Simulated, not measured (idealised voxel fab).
The following process module bears the name voxel fin reveal.
Displayed cross-section: cut, width of 270 nm, square cells sized 5 nm.
A cross-section is written here as square cells arranged in a grid, and it is given in bands from the top down, each band taking up one or more rows of cells.
First you get the band's top height and its bottom height, in nm, and then the materials it's made of, left to right, with each width in nm. If you see a single material with "full width", that one covers the band edge to edge. "air" is empty space.
A quick word on heights: they are counted from 0, and under that level the wafer as it came to us is one material throughout. The lowest band is different from the rest in having no bottom; it simply continues downward, written as in "0..down".
A two-number width, for instance "30->40", indicates that the width is equal to the first number in the top row of the band and to the second number in the bottom row, and that it changes by a constant amount per row of cells.
Basically "identical to before" means that step didn't change any cell in the cross-section.
The entry titled "Fully enclosed voids" provides the empty spaces that have no open way to the top, restricted to those of 8 cells or more. Each is presented as width x height at distance, the distance being measured from the left edge, with all three in nm.
Where a step's line continues beyond its settings, the continuation is a remark by the simulator itself on that step.
A step line may carry the setting "overlay nm", which, for steps involving a mask, states the distance by which the mask lay to the right of its intended position; negative values denote displacement to the left.

-- List of planned process steps
1,RECEIVE (material Si)
2,CONFORMAL_DEP (material SiN; thk nm 5)
3,MASKED_ETCH (tone cover; mask id FINS; width nm 15; pitch nm 40; etch materials SiN; depth nm 5; overlay nm 0)
4,MASKED_ETCH (tone cover; mask id FINS; width nm 15; pitch nm 40; etch materials Si; depth nm 40; overlay nm 0)
5,OXIDIZE (depth nm 5)
6,FILL_DEP (material SiO2; thk nm 10)
7,CMP (height nm 5)
8,SELECTIVE_ETCH (etch materials SiO2; depth nm 20)
9,STRIP (etch materials SiN)
10,CONFORMAL_DEP (material HfO2; thk nm 5)

-- Cross-sectional view of the wafer in its as-received condition, corresponding to the state after step 1
> 0..down  Si full width
> Fully enclosed voids: none

-- Here's the cross-section of the first of our two wafers at the end of the module - it ran as planned
> 5..0  air (85) | HfO2 (15) | air (25) | HfO2 (15) | air (25) | HfO2 (15) | air (90)
> 0..-10  air (85) | HfO2 (5) | Si (5) | HfO2 (5) | air (25) | HfO2 (5) | Si (5) | HfO2 (5) | air (25) | HfO2 (5) | Si (5) | HfO2 (5) | air (90)
> -10..-15  HfO2 (90) | Si (5) | HfO2 (35) | Si (5) | HfO2 (35) | Si (5) | HfO2 (95)
> -15..-45  SiO2 (90) | Si (5) | SiO2 (35) | Si (5) | SiO2 (35) | Si (5) | SiO2 (95)
> -45..down  Si full width
> Fully enclosed voids: none

-- Cross-sectional image of the second wafer of the two following completion of the module. Starting state and process plan were the same as for the first wafer; one execution error occurred
> 10..0  HfO2 full width
> 0..down  Si full width
> Fully enclosed voids: none
Want to know what went wrong? step 2 was run on a setting that differed from the plan, and what really ran there is CONFORMAL_DEP (material HfO2; thk nm 5)
Final wafer comparison in cells, second versus first, more or fewer per material: HfO2 +36, Si +459, SiO2 -306
